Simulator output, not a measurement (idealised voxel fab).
Presented below is a process module, voxel ribs on slabs.
Pictured: cross-section cut, 185 nm wide, on a grid of 5 nm square cells.
In this document a cross-section is written as a grid of square cells. It is given as a series of bands, listed from the top down, and a band is one or more rows of cells.
Top, bottom (nm), then materials left to right with widths (nm); lone material tagged "all across" fills the whole band edge to edge; "empty" = empty space.
All heights in this document are referenced to 0, defined as the level beneath which the wafer, as received, consists entirely of one material. The lowest band is not bounded below; it extends indefinitely downward and is written in the form "from 0 down".
Width "30 to 40": first value at the band's top row of cells, second value at its bottom row, equal change from row to row.
You'll sometimes find "same as before" written for a step, and that's the way of saying that nowhere in the cross-section did a cell change during that step.
The entry titled "Sealed void inventory" provides the empty spaces that have no open way to the top, restricted to those of 8 cells or more. Each is presented as width x height at distance, the distance being measured from the left edge, with all three in nm.
Where a step's line continues beyond its settings, the continuation is a remark by the simulator itself on that step.
The optional step-line setting "overlay nm" applies to steps with a mask and quantifies how far to the right of its planned location the mask lay, a negative value indicating leftward placement.
[Steps in the process plan]
- 1: RECEIVE [material Si]
- 2: DIRECTIONAL_DEP [material SiO2] [thk nm 30]
- 3: DIRECTIONAL_DEP [material SiN] [thk nm 20]
- 4: MASKED_ETCH [tone cover] [mask id RIB] [width nm 15] [etch materials SiN] [depth nm 15] [overlay nm 0]
- 5: MASKED_ETCH [tone cover] [mask id SLAB] [width nm 65] [etch materials SiN] [depth nm 5] [overlay nm 0]
- 6: FILL_DEP [material SiO2] [thk nm 20]
- 7: CMP [height nm 60]
- 8: DIRECTIONAL_DEP [material TiN] [thk nm 10]
- 9: MASKED_ETCH [tone cover] [mask id HEATER] [width nm 25] [etch materials TiN] [depth nm 10] [overlay nm 0]
- 10: CONFORMAL_DEP [material SiN] [thk nm 5]
The plan's step 4 width nm is the first wafer's value; the wafers differ in this setting and start identical.
[This is how the first of several wafers looked in cross-section when it arrived, which is after step 1]
    from 0 down: Si all across
    Sealed void inventory: none
[Cross-section of the first of several wafers once the module has run through its last step, step 10]
    from 75 to 70: 75 empty, then 35 SiN, then 75 empty
    from 70 to 65: 75 empty, then 5 SiN, then 25 TiN, then 5 SiN, then 75 empty
    from 65 to 60: 80 SiN, then 25 TiN, then 80 SiN
    from 60 to 50: SiO2 all across
    from 50 to 35: 85 SiO2, then 15 SiN, then 85 SiO2
    from 35 to 30: 60 SiO2, then 65 SiN, then 60 SiO2
    from 30 to 0: SiO2 all across
    from 0 down: Si all across
    Sealed void inventory: none
[Of the several wafers, the last: cross-section at the end of the module]
    from 75 to 70: 75 empty, then 35 SiN, then 75 empty
    from 70 to 65: 75 empty, then 5 SiN, then 25 TiN, then 5 SiN, then 75 empty
    from 65 to 60: 80 SiN, then 25 TiN, then 80 SiN
    from 60 to 50: SiO2 all across
    from 50 to 35: 80 SiO2, then 30 SiN, then 75 SiO2
    from 35 to 30: 60 SiO2, then 65 SiN, then 60 SiO2
    from 30 to 0: SiO2 all across
    from 0 down: Si all across
    Sealed void inventory: none
[The following table contains a row per wafer, in which are reported, at the conclusion of the module, the cells of each material gained (+) or lost (-) since the wafer's receipt, with its closed voids given thereafter]
width nm 15 | +63 SiN | +422 SiO2 | +10 TiN | Sealed void inventory: none
width nm 20 | +66 SiN | +419 SiO2 | +10 TiN | Sealed void inventory: none
width nm 25 | +69 SiN | +416 SiO2 | +10 TiN | Sealed void inventory: none
width nm 30 | +72 SiN | +413 SiO2 | +10 TiN | Sealed void inventory: none
